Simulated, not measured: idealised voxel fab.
process module | voxel spacer lines
cross-section cut | 165 nm wide | cells 5 nm
A cross-section is a grid of square cells, given in bands from the top down. A band is one or more rows of cells.
Each band's line starts with the height of the band's top and of its bottom, in nm. Then come its materials from left to right, each with its width in nm. One material with "throughout" fills the band from edge to edge. "air" is empty space.
Height 0 is the level under which the wafer as received is all one material. The lowest band goes on downwards, as in "0 down".
A width such as "30 to 40" changes by the same amount from each row of cells to the next, from the band's top row to its bottom row.
"no change" after a step means that no cell of the cross-section changed.
closed voids: empty space of 8 cells or more with no open way to the top, each as width x height at its distance from the left edge, in nm
after a step's settings: what the simulator itself notes on the step
overlay nm, on a step with a mask: how far to the right of its planned place the mask lay; to the left if negative
plan
1 op RECEIVE | material Si
2 op CONFORMAL_DEP | material Al2O3 | thk nm 5
3 op DIRECTIONAL_DEP | material polySi | thk nm 20
4 op DIRECTIONAL_DEP | material aC | thk nm 30
5 op PATTERN | tone cover | mask id MANDREL | material resist | width nm 20 | pitch nm 70 | thk nm 35 | overlay nm 0
6 op DIRECTIONAL_ETCH | etch materials aC | depth nm 30
7 op STRIP | etch materials resist
8 op CONFORMAL_DEP | material SiO2 | thk nm 15
9 op DIRECTIONAL_ETCH | etch materials SiO2 | depth nm 15
10 op STRIP | etch materials aC
11 op DIRECTIONAL_ETCH | etch materials polySi | depth nm 20
12 op STRIP | etch materials SiO2
as received, after step 1
  0 down: Si throughout
  closed voids: none
a wafer at the end: this start, this plan, one mistake
  45 to 25: air 20 | polySi 15 | air 20 | polySi 15 | air 20 | polySi 15 | air 20 | polySi 15 | air 25
  25 to 5: polySi throughout
  5 to 0: Al2O3 throughout
  0 down: Si throughout
  closed voids: none
what went wrong: step 3 was run twice
